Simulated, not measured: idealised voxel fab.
Title: Process Module voxel transistor to metal
165 nm wide, 5 nm square cells: that's cross-section cut.
Cross-section format: a grid of square cells, given as bands from top to bottom; each band is one or more rows of cells. Look at the band entry: it leads with the top's height and the bottom's height in nm. Then it lists the materials left to right, with a width in nm for each. The word "all across" on a single material says that material fills the band edge to edge. The word "empty" is empty space. Heights are reckoned from 0. Under this level, the received wafer is all of one material. The bottommost band is open-ended downward, for example "z 0 and below". Think of "30 to 40" as a width that walks from the first number to the second as you go down the band, top row to bottom row, taking equal-sized steps from row to row. The cross-section has no changed cell in any step marked "remained unchanged". Enclosed voids (no open way to top), threshold 8 cells or more, entry "Voids lacking openings", notation width x height at distance, distance from left edge, nm. Step line, after settings: the simulator's comment on this step. You can add "overlay nm" to a step's line. For a step with a mask, it describes how far the mask lay to the right of its planned position, and a negative number describes a lay to the left.

This section lists the process steps that were planned:
- 1: RECEIVE [material Si]
- 2: CONFORMAL_DEP [material SiO2] [thk nm 5]
- 3: CONFORMAL_DEP [material SiN] [thk nm 10]
- 4: PATTERN [tone cover] [mask id ACTIVE] [material resist] [width nm 115] [thk nm 20] [overlay nm 0]
- 5: DIRECTIONAL_ETCH [etch materials SiN] [depth nm 10]
- 6: DIRECTIONAL_ETCH [etch materials SiO2] [depth nm 5]
- 7: DIRECTIONAL_ETCH [etch materials Si] [depth nm 25]
- 8: STRIP [etch materials resist]
- 9: FILL_DEP [material SiO2] [thk nm 10]
- 10: CMP [height nm 15]
- 11: SELECTIVE_ETCH [etch materials SiO2] [depth nm 10]
- 12: STRIP [etch materials SiN]
- 13: SELECTIVE_ETCH [etch materials SiO2] [depth nm 5]
- 14: OXIDIZE [depth nm 5]
- 15: DIRECTIONAL_DEP [material polySi] [thk nm 25]
- 16: DIRECTIONAL_DEP [material SiCN] [thk nm 15]
- 17: MASKED_ETCH [tone cover] [mask id GATE] [width nm 25] [etch materials SiCN] [depth nm 25] [overlay nm 0]
- 18: MASKED_ETCH [tone cover] [mask id GATE] [width nm 25] [etch materials polySi] [depth nm 35] [overlay nm 0]
- 19: CONFORMAL_DEP [material SiN] [thk nm 10]
- 20: DIRECTIONAL_ETCH [etch materials SiN] [depth nm 10]
- 21: DIRECTIONAL_ETCH [etch materials SiO2] [depth nm 5]
- 22: DIRECTIONAL_ETCH [etch materials Si] [depth nm 15]
- 23: EPI [material nSi] [thk nm 20]
- 24: FILL_DEP [material SiO2] [thk nm 5]
- 25: CMP [height nm 25]
- 26: STRIP [etch materials polySi]
- 27: SELECTIVE_ETCH [etch materials SiO2] [depth nm 5]
- 28: CONFORMAL_DEP [material HfO2] [thk nm 5]
- 29: CONFORMAL_DEP [material TiN] [thk nm 5]
- 30: FILL_DEP [material W] [thk nm 5]
- 31: CMP [height nm 20]
- 32: DIRECTIONAL_DEP [material SiO2] [thk nm 10]
- 33: PATTERN [tone open] [mask id CONTACT] [material resist] [width nm 20] [pitch nm 75] [thk nm 20] [overlay nm 0]
- 34: DIRECTIONAL_ETCH [etch materials SiO2] [depth nm 30]
- 35: STRIP [etch materials resist]
- 36: CONFORMAL_DEP [material TiN] [thk nm 5]
- 37: FILL_DEP [material W] [thk nm 5]
- 38: CMP [height nm 30]
- 39: CONFORMAL_DEP [material SiCN] [thk nm 5]
- 40: DIRECTIONAL_DEP [material lowk] [thk nm 20]
- 41: DIRECTIONAL_DEP [material aC] [thk nm 15]
- 42: PATTERN [tone open] [mask id METAL_1] [material resist] [width nm 20] [pitch nm 75] [thk nm 30] [overlay nm 0]
- 43: DIRECTIONAL_ETCH [etch materials aC] [depth nm 15]
- 44: STRIP [etch materials resist]
- 45: DIRECTIONAL_ETCH [etch materials lowk] [depth nm 20]
- 46: DIRECTIONAL_ETCH [etch materials SiCN] [depth nm 5]
- 47: STRIP [etch materials aC]
- 48: CONFORMAL_DEP [material TiN] [thk nm 5]
- 49: FILL_DEP [material Cu] [thk nm 5]
- 50: CMP [height nm 55]
- 51: EPI [material Ru] [thk nm 5]
- 52: FILL_DEP [material SiCN] [thk nm 5]
- 53: DIRECTIONAL_DEP [material lowk] [thk nm 30]
- 54: MASKED_ETCH [tone open] [mask id METAL_2] [width nm 20] [pitch nm 75] [etch materials lowk] [depth nm 15] [overlay nm 0]
- 55: MASKED_ETCH [tone open] [mask id METAL_2_HOLES] [width nm 15] [pitch nm 75] [etch materials lowk] [depth nm 15] [overlay nm 0]
- 56: MASKED_ETCH [tone open] [mask id METAL_2_HOLES] [width nm 15] [pitch nm 75] [etch materials SiCN] [depth nm 5] [overlay nm 0]
- 57: CONFORMAL_DEP [material TiN] [thk nm 5]
- 58: FILL_DEP [material Cu] [thk nm 5]
- 59: CMP [height nm 95]
- 60: CONFORMAL_DEP [material SiCN] [thk nm 5]

The cross-section here shows the wafer as received, i.e. in its state after step 1:
* z 0 and below | Si all across
* Voids lacking openings: none

Sectioned view, first of two wafers, at the close of the module, processed as intended in the plan:
* z 100 to 95 | SiCN all across
* z 95 to 85 | lowk 35 | TiN 5 | Cu 10 | TiN 5 | lowk 55 | TiN 5 | Cu 10 | TiN 5 | lowk 35
* z 85 to 80 | lowk 35 | TiN 5 | Cu 5 | TiN 10 | lowk 55 | TiN 5 | Cu 5 | TiN 10 | lowk 35
* z 80 to 65 | lowk 35 | TiN 5 | Cu 5 | TiN 5 | lowk 60 | TiN 5 | Cu 5 | TiN 5 | lowk 40
* z 65 to 60 | SiCN 35 | TiN 15 | SiCN 60 | TiN 15 | SiCN 40
* z 60 to 55 | SiCN 30 | Ru 30 | SiCN 45 | Ru 30 | SiCN 30
* z 55 to 35 | lowk 35 | TiN 5 | Cu 10 | TiN 5 | lowk 55 | TiN 5 | Cu 10 | TiN 5 | lowk 35
* z 35 to 30 | SiCN 35 | TiN 20 | SiCN 55 | TiN 20 | SiCN 35
* z 30 to 20 | SiO2 35 | TiN 5 | W 10 | TiN 5 | SiO2 55 | TiN 5 | W 10 | TiN 5 | SiO2 35
* z 20 to 15 | SiO2 35 | TiN 20 | SiO2 5 | SiN 10 | HfO2 5 | TiN 5 | W 5 | TiN 5 | HfO2 5 | SiN 10 | SiO2 5 | TiN 20 | SiO2 35
* z 15 to 5 | SiO2 35 | TiN 5 | nSi 20 | SiN 10 | HfO2 5 | TiN 5 | W 5 | TiN 5 | HfO2 5 | SiN 10 | nSi 20 | TiN 5 | SiO2 35
* z 5 to 0 | SiO2 35 | TiN 5 | nSi 20 | SiN 10 | HfO2 5 | TiN 15 | HfO2 5 | SiN 10 | nSi 20 | TiN 5 | SiO2 35
* z 0 to -5 | SiO2 20 | nSi 40 | SiO2 5 | HfO2 35 | SiO2 5 | nSi 40 | SiO2 20
* z -5 to -20 | SiO2 25 | nSi 35 | Si 45 | nSi 35 | SiO2 25
* z -20 to -25 | SiO2 25 | Si 115 | SiO2 25
* z -25 and below | Si all across
* Voids lacking openings: none

Here's the second of our two wafers sectioned at module end. Same start as the first, same plan, but one mistake got made running it:
* z 100 to 95 | SiCN all across
* z 95 to 85 | lowk 35 | TiN 5 | Cu 10 | TiN 5 | lowk 55 | TiN 5 | Cu 10 | TiN 5 | lowk 35
* z 85 to 80 | lowk 35 | TiN 5 | Cu 5 | TiN 10 | lowk 55 | TiN 5 | Cu 5 | TiN 10 | lowk 35
* z 80 to 65 | lowk 35 | TiN 5 | Cu 5 | TiN 5 | lowk 60 | TiN 5 | Cu 5 | TiN 5 | lowk 40
* z 65 to 60 | SiCN 35 | TiN 15 | SiCN 60 | TiN 15 | SiCN 40
* z 60 to 55 | SiCN 30 | Ru 30 | SiCN 45 | Ru 30 | SiCN 30
* z 55 to 35 | lowk 35 | TiN 5 | Cu 10 | TiN 5 | lowk 55 | TiN 5 | Cu 10 | TiN 5 | lowk 35
* z 35 to 30 | SiCN 35 | TiN 20 | SiCN 55 | TiN 20 | SiCN 35
* z 30 to 20 | SiO2 35 | TiN 5 | W 10 | TiN 5 | SiO2 55 | TiN 5 | W 10 | TiN 5 | SiO2 35
* z 20 to 15 | SiO2 35 | TiN 20 | SiO2 5 | SiN 10 | HfO2 5 | TiN 5 | W 5 | TiN 5 | HfO2 5 | SiN 10 | SiO2 5 | TiN 20 | SiO2 35
* z 15 to 10 | SiO2 35 | TiN 5 | nSi 20 | SiN 10 | HfO2 5 | TiN 5 | W 5 | TiN 5 | HfO2 5 | SiN 10 | nSi 20 | TiN 5 | SiO2 35
* z 10 to 5 | SiO2 15 | nSi 45 | SiN 10 | HfO2 5 | TiN 5 | W 5 | TiN 5 | HfO2 5 | SiN 10 | nSi 45 | SiO2 15
* z 5 to 0 | SiO2 15 | nSi 45 | SiN 10 | HfO2 5 | TiN 15 | HfO2 5 | SiN 10 | nSi 45 | SiO2 15
* z 0 to -5 | SiO2 15 | nSi 5 | SiN 5 | nSi 35 | SiO2 5 | HfO2 35 | SiO2 5 | nSi 35 | SiN 5 | nSi 5 | SiO2 15
* z -5 to -10 | SiO2 30 | nSi 30 | Si 45 | nSi 30 | SiO2 30
* z -10 to -20 | SiO2 25 | Si 5 | nSi 30 | Si 45 | nSi 30 | Si 5 | SiO2 25
* z -20 to -25 | SiO2 25 | Si 115 | SiO2 25
* z -25 and below | Si all across
* Voids lacking openings: none
It is concluded that the wafer was processed incorrectly with respect to the plan, in that with respect to the plan, step 2 was omitted and not executed
Bottom line after processing is that, in cells, the second wafer is up or down on some materials versus the first: Si: 4 more; SiN: 2 more; SiO2: 16 fewer; TiN: 4 fewer; nSi: 14 more
